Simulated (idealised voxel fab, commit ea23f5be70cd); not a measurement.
Presented below is a process module, voxel air gaps.
165 nm wide, 5 nm square cells: that's cross-section cut.
Cross-section layout: square cells on a grid; listed as bands, top to bottom; a band spans one or more cell rows.
Band entry format. Leading values: height of top, height of bottom, nm. Remainder: materials in left-to-right order, each with its width in nm. Special words: "edge to edge" on a single material, which then fills the band edge to edge; "blank", empty space.
Height 0 is the level under which the wafer as received is all one material. The lowest band goes on downwards, as in "top 0, no bottom".
So if you see something like "30..40" for the width, read it as the top row of the band sitting at the first number and the bottom row at the second, with every row in between moving by the same amount as the last.
"no alteration" -> step changed no cross-section cell.
"Voids, fully enclosed" lists enclosed empty spaces (at least 8 cells, no open path upward to the top), each as width x height at distance from the left edge, in nm.
Text after the settings on a step's line: the simulator's own remark on that step.
overlay nm: how far to the right of its planned place the mask lay on this masked step (negative: to the left).

[List of planned process steps]
1: RECEIVE with material Si
2: CONFORMAL_DEP with material SiO2, thk nm 15
3: CONFORMAL_DEP with material SiN, thk nm 5
4: DIRECTIONAL_DEP with material SiO2, thk nm 40
5: PATTERN with tone open, mask id LINES, material resist, width nm 15, pitch nm 40, thk nm 15, overlay nm 0
6: DIRECTIONAL_ETCH with etch materials SiO2, depth nm 40
7: STRIP with etch materials resist
8: CONFORMAL_DEP with material TiN, thk nm 5
9: FILL_DEP with material W, thk nm 10
10: CMP with height nm 60
11: EPI with material Ru, thk nm 10
12: SELECTIVE_ETCH with etch materials SiO2, depth nm 50
13: CONFORMAL_DEP with material SiCN, thk nm 5

[Cross-sectional view of the wafer in its as-received condition, corresponding to the state after step 1]
- top 0, no bottom = Si edge to edge
- Voids, fully enclosed: none

[End state of the module in cross-section, given the above starting point and plan and one mistake in execution]
- top 75, bottom 70 = blank (20) | SiO2 (125) | blank (20)
- top 70, bottom 60 = blank (20) | SiO2 (5) | Ru (35) | SiO2 (5) | Ru (35) | SiO2 (5) | Ru (35) | SiO2 (5) | blank (20)
- top 60, bottom 55 = blank (20) | SiO2 (15) | TiN (5) | W (5) | TiN (5) | SiO2 (25) | TiN (5) | W (5) | TiN (5) | SiO2 (25) | TiN (5) | W (5) | TiN (5) | SiO2 (15) | blank (20)
- top 55, bottom 25 = blank (30) | SiO2 (5) | TiN (5) | W (5) | TiN (5) | SiO2 (5) | blank (15) | SiO2 (5) | TiN (5) | W (5) | TiN (5) | SiO2 (5) | blank (15) | SiO2 (5) | TiN (5) | W (5) | TiN (5) | SiO2 (5) | blank (30)
- top 25, bottom 20 = SiO2 (35) | TiN (15) | SiO2 (25) | TiN (15) | SiO2 (25) | TiN (15) | SiO2 (35)
- top 20, bottom 15 = SiN edge to edge
- top 15, bottom 0 = SiO2 edge to edge
- top 0, no bottom = Si edge to edge
- Voids, fully enclosed: 15 x 30 at 55; 15 x 30 at 95
What went wrong in running the wafer? step 13 was run on a setting that differed from the plan, and what really ran there is CONFORMAL_DEP with material SiO2, thk nm 5
